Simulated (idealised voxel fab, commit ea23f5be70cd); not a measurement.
You're looking at the process module voxel local oxidation.
Square cell edge 5 nm, section width 155 nm, ID cut.
How to read a cross-section here: the picture is a grid of square cells, written as bands going from the top down, and any band can span one or more rows of cells.
This entry defines a band. It first specifies the height of the band's top and the height of its bottom in nm, and then specifies the band's materials from left to right, stating each material with its width in nm. The word "all across" identifies a single material that fills the band from edge to edge, while the word "air" identifies empty space.
Heights are measured from 0, the level below which the as-received wafer is all one material; the lowest band has no bottom and continues downward, written as in "0 nm and below".
A width such as "30->40" changes by the same amount from each row of cells to the next, from the band's top row to its bottom row.
You'll sometimes find "no modifications" written for a step, and that's the way of saying that nowhere in the cross-section did a cell change during that step.
Closed-off voids of 8+ cells (no open route to the top) go in "Fully sealed cavities", written width x height at distance from the left edge, in nm.
Read whatever lies past the settings on a step's line as the simulator's own remark about the step.
A step's line can hold "overlay nm"; with a mask on that step, the setting says how far right of the planned place the mask lay, while a negative setting says it lay to the left.

-- The steps planned for the process are as follows
1,RECEIVE [material Si]
2,CONFORMAL_DEP [material SiO2] [thk nm 5]
3,CONFORMAL_DEP [material SiN] [thk nm 10]
4,DIRECTIONAL_DEP [material aC] [thk nm 15]
5,PATTERN [tone cover] [mask id ACTIVE] [material resist] [width nm 90] [thk nm 35] [overlay nm 0]
6,DIRECTIONAL_ETCH [etch materials aC] [depth nm 15]
7,STRIP [etch materials resist]
8,DIRECTIONAL_ETCH [etch materials SiN] [depth nm 10]
9,STRIP [etch materials aC]
10,SELECTIVE_ETCH [etch materials SiO2] [depth nm 5]
11,OXIDIZE [depth nm 10]
12,STRIP [etch materials SiN]

-- First of two wafers - as planned

-- Incoming wafer in cross-section (state: after step 1)
  0 nm and below | Si all across
  Fully sealed cavities: none

-- After step 2: wafer cross-section
  5 nm to 0 nm | SiO2 all across
  Heights below 0 show no change.

-- After step 3: wafer cross-section
  15 nm to 5 nm | SiN all across
  Heights below 5 show no change.

-- After step 4: wafer cross-section
  30 nm to 15 nm | aC all across
  Heights below 15 show no change.

-- After step 5: wafer cross-section
  65 nm to 30 nm | 30 air, 90 resist, 35 air
  Heights below 30 show no change.

-- After step 6: wafer cross-section
  50 nm to 30 nm | 30 air, 90 resist, 35 air
  30 nm to 15 nm | 30 air, 90 aC, 35 air
  Heights below 15 show no change.

-- After step 7: wafer cross-section
  30 nm to 15 nm | 30 air, 90 aC, 35 air
  Heights below 15 show no change.

-- After step 8: wafer cross-section
  30 nm to 15 nm | 30 air, 90 aC, 35 air
  15 nm to 5 nm | 30 air, 90 SiN, 35 air
  Heights below 5 show no change.

-- After step 9: wafer cross-section
  15 nm to 5 nm | 30 air, 90 SiN, 35 air
  Heights below 5 show no change.

-- After step 10: wafer cross-section
  15 nm to 5 nm | 30 air, 90 SiN, 35 air
  5 nm to 0 nm | 35 air, 80 SiO2, 40 air
  Heights below 0 show no change.

-- After step 11: wafer cross-section
  15 nm to 5 nm | 30 air, 90 SiN, 35 air
  5 nm to 0 nm | 35 air, 80 SiO2, 40 air
  0 nm to -10 nm | 45 SiO2, 60 Si, 50 SiO2
  Heights below -10 show no change.

-- After step 12: wafer cross-section
  5 nm to 0 nm | 35 air, 80 SiO2, 40 air
  Heights below 0 show no change.

-- Second of two: same start, same plan, one run error; steps up to and including 5 match the first

-- The second wafer cut through, at the time step 6 was supposed to be finished
  35 nm to 30 nm | 30 air, 90 resist, 35 air
  30 nm to 15 nm | 30 air, 90 aC, 35 air
  Heights below 15 show no change.

-- The second wafer cut through, at the time step 7 was supposed to be finished
  30 nm to 15 nm | 30 air, 90 aC, 35 air
  Heights below 15 show no change.

-- The second wafer cut through, at the time step 8 was supposed to be finished
  30 nm to 15 nm | 30 air, 90 aC, 35 air
  15 nm to 5 nm | 30 air, 90 SiN, 35 air
  Heights below 5 show no change.

-- The second wafer cut through, at the time step 9 was supposed to be finished
  15 nm to 5 nm | 30 air, 90 SiN, 35 air
  Heights below 5 show no change.

-- The second wafer cut through, at the time step 10 was supposed to be finished
  15 nm to 5 nm | 30 air, 90 SiN, 35 air
  5 nm to 0 nm | 35 air, 80 SiO2, 40 air
  Heights below 0 show no change.

-- The second wafer cut through, at the time step 11 was supposed to be finished
  15 nm to 5 nm | 30 air, 90 SiN, 35 air
  5 nm to 0 nm | 35 air, 80 SiO2, 40 air
  0 nm to -10 nm | 45 SiO2, 60 Si, 50 SiO2
  Heights below -10 show no change.

-- The second wafer cut through, at the time step 12 was supposed to be finished
  5 nm to 0 nm | 35 air, 80 SiO2, 40 air
  Heights below 0 show no change.
Misprocessing identified: step 6 from the plan got run twice
Final cross-sections of the two wafers are identical, so the mistake has no effect on what this model computes.
